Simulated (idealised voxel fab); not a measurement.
This section sets out a process module, namely voxel gate over fins.
Square cells of 5 nm make up the cross-section cut, whose width is 275 nm.
If you're reading a cross-section in this doc, picture square cells in a grid; it comes to you as bands, top ones listed first down to the bottom, and a band can be one or more rows of cells.
Read a band's entry like this: the first values are the height of its top and the height of its bottom in nm, and what follows is the sequence of materials from left to right, each with its width in nm. Note that "air" is empty space, and that a single material marked "throughout" reaches across the band from edge to edge.
Counting heights begins at 0, where everything beneath is, in the wafer as received, one material. The lowest band has no bottom; it goes on downwards, as "z 0 and below" shows.
When a width is written as two numbers, as in "30 to 40", the first number is the width in the top row of cells of the band and the second is the width in its bottom row, and the width changes by the same amount from each row to the next.
Where a step carries "nothing was modified", the cross-section came out of it unchanged, cell for cell.
Under "Catalogued sealed voids" you'll find the enclosed gaps, the ones with no way out to the top, that are 8 cells or bigger; each reads width x height at distance, with distance counted from the left edge, everything in nm.
On a step's line, text after the settings is the simulator commenting on that step.
overlay nm: where the mask lay relative to plan, measured to the right, on steps with a mask; negatives go left.
The steps planned for the process are as follows:
| 1 | RECEIVE,material Si |
| 2 | CONFORMAL_DEP,material SiN,thk nm 10 |
| 3 | DIRECTIONAL_DEP,material aC,thk nm 10 |
| 4 | PATTERN,tone cover,mask id FINS,material resist,width nm 15,pitch nm 55,thk nm 30,overlay nm 0 |
| 5 | DIRECTIONAL_ETCH,etch materials aC,depth nm 10 |
| 6 | STRIP,etch materials resist |
| 7 | DIRECTIONAL_ETCH,etch materials SiN,depth nm 10 |
| 8 | DIRECTIONAL_ETCH,etch materials Si,depth nm 40 |
| 9 | STRIP,etch materials aC |
| 10 | FILL_DEP,material SiO2,thk nm 10 |
| 11 | CMP,height nm 10 |
| 12 | PATTERN,tone open,mask id RAIL,material resist,width nm 15,thk nm 20,overlay nm 0 |
| 13 | DIRECTIONAL_ETCH,etch materials SiO2,depth nm 45 |
| 14 | STRIP,etch materials resist |
| 15 | CONFORMAL_DEP,material TiN,thk nm 5 |
| 16 | FILL_DEP,material W,thk nm 5 |
| 17 | CMP,height nm 10 |
| 18 | SELECTIVE_ETCH,etch materials W Ru TiN,depth nm 30 |
| 19 | FILL_DEP,material SiO2,thk nm 5 |
| 20 | CMP,height nm 10 |
| 21 | SELECTIVE_ETCH,etch materials SiO2,depth nm 25 |
| 22 | STRIP,etch materials SiN |
| 23 | CONFORMAL_DEP,material HfO2,thk nm 5 |
| 24 | CONFORMAL_DEP,material TiN,thk nm 5 |
| 25 | FILL_DEP,material W,thk nm 15 |
| 26 | CMP,height nm 20 |
| 27 | CONFORMAL_DEP,material SiCN,thk nm 5 |
The cross-section here shows the wafer as received, i.e. in its state after step 1:
  z 0 and below | Si throughout
  Catalogued sealed voids: none
first wafer at the end, as planned:
  z 25 to 20 | SiCN throughout
  z 20 to 10 | W throughout
  z 10 to 5 | W=65, then TiN=35, then W=20, then TiN=35, then W=20, then TiN=35, then W=65
  z 5 to 0 | W=65, then TiN=5, then HfO2=25, then TiN=5, then W=20, then TiN=5, then HfO2=25, then TiN=5, then W=20, then TiN=5, then HfO2=25, then TiN=5, then W=65
  z 0 to -5 | W=65, then TiN=5, then HfO2=5, then Si=15, then HfO2=5, then TiN=5, then W=20, then TiN=5, then HfO2=5, then Si=15, then HfO2=5, then TiN=5, then W=20, then TiN=5, then HfO2=5, then Si=15, then HfO2=5, then TiN=5, then W=65
  z -5 to -10 | TiN=70, then HfO2=5, then Si=15, then HfO2=5, then TiN=30, then HfO2=5, then Si=15, then HfO2=5, then TiN=30, then HfO2=5, then Si=15, then HfO2=5, then TiN=70
  z -10 to -15 | HfO2=75, then Si=15, then HfO2=40, then Si=15, then HfO2=40, then Si=15, then HfO2=75
  z -15 to -20 | SiO2=75, then Si=15, then SiO2=40, then Si=15, then SiO2=40, then Si=15, then SiO2=75
  z -20 to -30 | SiO2=75, then Si=15, then SiO2=10, then TiN=5, then W=5, then TiN=5, then SiO2=15, then Si=15, then SiO2=40, then Si=15, then SiO2=75
  z -30 to -35 | SiO2=75, then Si=15, then SiO2=10, then TiN=15, then SiO2=15, then Si=15, then SiO2=40, then Si=15, then SiO2=75
  z -35 to -40 | SiO2=75, then Si=15, then SiO2=40, then Si=15, then SiO2=40, then Si=15, then SiO2=75
  z -40 and below | Si throughout
  Catalogued sealed voids: none
Wafer two cross-section, module end. Start and plan unchanged from wafer one; one mistake made during the run:
  z 25 to 20 | SiCN throughout
  z 20 to 10 | W throughout
  z 10 to 5 | W=65, then TiN=35, then W=20, then TiN=35, then W=20, then TiN=35, then W=65
  z 5 to 0 | W=65, then TiN=5, then HfO2=25, then TiN=5, then W=20, then TiN=5, then HfO2=25, then TiN=5, then W=20, then TiN=5, then HfO2=25, then TiN=5, then W=65
  z 0 to -30 | W=65, then TiN=5, then HfO2=5, then Si=15, then HfO2=5, then TiN=5, then W=20, then TiN=5, then HfO2=5, then Si=15, then HfO2=5, then TiN=5, then W=20, then TiN=5, then HfO2=5, then Si=15, then HfO2=5, then TiN=5, then W=65
  z -30 to -35 | TiN=70, then HfO2=5, then Si=15, then HfO2=5, then TiN=30, then HfO2=5, then Si=15, then HfO2=5, then TiN=30, then HfO2=5, then Si=15, then HfO2=5, then TiN=70
  z -35 to -40 | HfO2=75, then Si=15, then HfO2=40, then Si=15, then HfO2=40, then Si=15, then HfO2=75
  z -40 and below | Si throughout
  Catalogued sealed voids: none
The mistake made against the process plan was this: step 10 was run on a setting that differed from the plan, and what really ran there is FILL_DEP,material SiN,thk nm 10
The second wafer ends with more or fewer cells of some materials than the first, per final count: HfO2: 30 more | SiO2: 221 fewer | TiN: 23 more | W: 168 more
